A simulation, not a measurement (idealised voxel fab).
Documented hereafter: the process module known as voxel local oxidation.
Shown is cross-section cut, with a width of 210 nm and square cells of size 5 nm.
Cross-section, as written here: a square-cell grid given band by band from the top down, where a band holds one or more rows of cells.
For a band, the entry starts with two heights in nm, that of the top and then that of the bottom, and carries on with the band's materials in order from left to right, each alongside its width in nm; the word "full width" beside a single material means it fills the band edge to edge, and "empty" means empty space.
Heights are expressed relative to 0, this being the level below which the as-received wafer comprises one material exclusively. The lowest band is unbounded in the downward direction and is denoted as in "0 nm and below".
Quick explanation for "30 to 40": the width changes in equal steps down the rows of cells, from the first number in the band's top row to the second number in its bottom row.
"nothing got changed" -> step changed no cross-section cell.
Enclosed void listing: empty space of 8 cells or more with no open way to the top, each as width x height at its distance from the left edge, in nm
Step line, after settings: the simulator's comment on this step.
overlay nm: how far to the right of its planned place the mask lay on this masked step (negative: to the left).

### Below is the list of planned process steps
1) op RECEIVE | material Si
2) op OXIDIZE | depth nm 5
3) op CONFORMAL_DEP | material SiN | thk nm 15
4) op MASKED_ETCH | tone cover | mask id ACTIVE | width nm 110 | etch materials SiN | depth nm 15 | overlay nm 0
5) op SELECTIVE_ETCH | etch materials SiO2 | depth nm 5
6) op OXIDIZE | depth nm 15
7) op STRIP | etch materials SiN

### Cross-section: wafer on arrival = after step 1
  0 nm and below | Si full width
  Enclosed void listing: none

### Wafer cross-section at end of module: start and plan as shown above, one execution error
  0 nm to -5 nm | empty 65 nm; SiO2 80 nm; empty 65 nm
  -5 nm to -20 nm | SiO2 80 nm; Si 50 nm; SiO2 80 nm
  -20 nm and below | Si full width
  Enclosed void listing: none
Where did the run depart from the plan? off-plan run, step 5, actual operation and settings op SELECTIVE_ETCH | etch materials SiO2 | depth nm 15
